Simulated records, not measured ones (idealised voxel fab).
The name of this process module is voxel wiring stack.
Square cells of 5 nm make up the cross-section cut, whose width is 260 nm.
This document writes a cross-section as a grid whose cells are square, and gives it as bands, listed from the top down; one or more rows of cells form a band.
Band: top height; bottom height; in nm. Then, left to right: material with width in nm, for each material. "everywhere": a single material spanning edge to edge. "air": empty space.
Note: height 0 marks the level under which the wafer is uniformly one material as received. Lowest band unbounded below, written "0 nm and below".
The notation "30..40" denotes a width that varies across the rows of cells in the band, beginning at the first number in the top row, finishing at the second number in the bottom row, and changing by an identical amount from each row to the next.
Take "no alterations made" at face value: in the step it is given for, the cross-section changed in none of its cells.
The label "Sealed cavities" introduces a list of the empty spaces, 8 cells or larger, that have no open way up to the top; each entry in it reads width x height at distance, where the distance is taken from the left edge and all three are stated in nm.
Past the settings on a step's line: simulator remark, on that step.
A step line may carry the setting "overlay nm", which, for steps involving a mask, states the distance by which the mask lay to the right of its intended position; negative values denote displacement to the left.
### Below is the list of planned process steps
1,RECEIVE: material Si
2,CONFORMAL_DEP: material SiO2, thk nm 15
3,DIRECTIONAL_DEP: material TiN, thk nm 5
4,DIRECTIONAL_DEP: material W, thk nm 25
5,MASKED_ETCH: tone cover, mask id METAL_1, width nm 30, pitch nm 55, etch materials W, depth nm 25, overlay nm 0
6,MASKED_ETCH: tone cover, mask id METAL_1, width nm 30, pitch nm 55, etch materials TiN, depth nm 5, overlay nm 0
7,FILL_DEP: material lowk, thk nm 5
8,CMP: height nm 45
9,CONFORMAL_DEP: material SiCN, thk nm 5
10,DIRECTIONAL_DEP: material lowk, thk nm 10
11,MASKED_ETCH: tone open, mask id PLUG_1, width nm 15, etch materials lowk, depth nm 10, overlay nm 0
12,MASKED_ETCH: tone open, mask id PLUG_1, width nm 15, etch materials SiCN, depth nm 5, overlay nm 0
13,EPI: material Ru, thk nm 10
14,EPI: material Ru, thk nm 5
15,DIRECTIONAL_DEP: material TiN, thk nm 5
16,DIRECTIONAL_DEP: material W, thk nm 15
17,PATTERN: tone cover, mask id METAL_2, material resist, width nm 30, pitch nm 55, thk nm 15, overlay nm 0
18,DIRECTIONAL_ETCH: etch materials W, depth nm 15
19,DIRECTIONAL_ETCH: etch materials TiN, depth nm 5
20,STRIP: etch materials resist
21,FILL_DEP: material lowk, thk nm 10
22,CMP: height nm 80
23,CONFORMAL_DEP: material SiCN, thk nm 5
24,DIRECTIONAL_DEP: material lowk, thk nm 15
25,PATTERN: tone open, mask id PLUG_2, material resist, width nm 15, pitch nm 55, thk nm 20, overlay nm 0
26,DIRECTIONAL_ETCH: etch materials lowk, depth nm 15
27,DIRECTIONAL_ETCH: etch materials SiCN, depth nm 5
28,STRIP: etch materials resist
29,EPI: material Ru, thk nm 10
30,EPI: material Ru, thk nm 10
31,CONFORMAL_DEP: material SiCN, thk nm 5
32,DIRECTIONAL_DEP: material lowk, thk nm 20
33,DIRECTIONAL_DEP: material aC, thk nm 10
34,PATTERN: tone open, mask id METAL_3, material resist, width nm 30, pitch nm 55, thk nm 25, overlay nm 0
35,DIRECTIONAL_ETCH: etch materials aC, depth nm 10
36,STRIP: etch materials resist
37,DIRECTIONAL_ETCH: etch materials lowk, depth nm 20
38,DIRECTIONAL_ETCH: etch materials SiCN, depth nm 5
39,STRIP: etch materials aC
40,CONFORMAL_DEP: material TiN, thk nm 5
41,FILL_DEP: material Ru, thk nm 10
42,CMP: height nm 125
43,CONFORMAL_DEP: material SiCN, thk nm 5
44,DIRECTIONAL_DEP: material SiO2, thk nm 10
45,MASKED_ETCH: tone open, mask id PLUG_3, width nm 15, pitch nm 55, etch materials SiO2, depth nm 10, overlay nm 0
46,MASKED_ETCH: tone open, mask id PLUG_3, width nm 15, pitch nm 55, etch materials SiCN, depth nm 5, overlay nm 0
47,CONFORMAL_DEP: material TiN, thk nm 5
48,FILL_DEP: material W, thk nm 10
49,CMP: height nm 140
50,CONFORMAL_DEP: material SiN, thk nm 5
51,DIRECTIONAL_DEP: material SiO2, thk nm 20
52,PATTERN: tone open, mask id METAL_4, material resist, width nm 30, pitch nm 55, thk nm 20, overlay nm 0
53,DIRECTIONAL_ETCH: etch materials SiO2, depth nm 20
54,DIRECTIONAL_ETCH: etch materials SiN, depth nm 5
55,STRIP: etch materials resist
56,CONFORMAL_DEP: material TiN, thk nm 5
57,FILL_DEP: material Cu, thk nm 10
58,CMP: height nm 165
59,EPI: material Ru, thk nm 5
60,FILL_DEP: material SiCN, thk nm 5
### Wafer at receipt (post step 1), cross-section
  0 nm and below = Si everywhere
  Sealed cavities: none
### Cross-section, end of module. Start: as above. Plan: as above. Execution: one mistake
  175 nm to 170 nm = SiCN everywhere
  170 nm to 165 nm = SiCN=80  Ru=40  SiCN=15  Ru=40  SiCN=85
  165 nm to 145 nm = SiO2=85  TiN=5  Cu=20  TiN=5  SiO2=25  TiN=5  Cu=20  TiN=5  SiO2=90
  145 nm to 140 nm = SiN=85  TiN=30  SiN=25  TiN=30  SiN=90
  140 nm to 130 nm = SiO2=85  TiN=5  W=5  TiN=5  SiO2=40  TiN=5  W=5  TiN=5  SiO2=105
  130 nm to 125 nm = SiCN=85  TiN=15  SiCN=40  TiN=15  SiCN=105
  125 nm to 105 nm = lowk=85  TiN=5  Ru=20  TiN=5  lowk=25  TiN=5  Ru=20  TiN=5  lowk=90
  105 nm to 95 nm = SiCN=85..90  TiN=30..5  SiCN=25..50  TiN=30..5  SiCN=90..110
  95 nm to 80 nm = lowk everywhere
  80 nm to 65 nm = lowk=85  W=30  lowk=25  W=30  lowk=90
  65 nm to 60 nm = lowk=85  TiN=30  lowk=25  TiN=30  lowk=90
  60 nm to 50 nm = lowk=85  Ru=15  lowk=160
  50 nm to 45 nm = SiCN=85  Ru=15  SiCN=160
  45 nm to 20 nm = lowk=85  W=30  lowk=25  W=30  lowk=90
  20 nm to 15 nm = lowk=85  TiN=30  lowk=25  TiN=30  lowk=90
  15 nm to 0 nm = SiO2 everywhere
  0 nm and below = Si everywhere
  Sealed cavities: none
what went wrong: sequence error: steps 23 and 24 interchanged
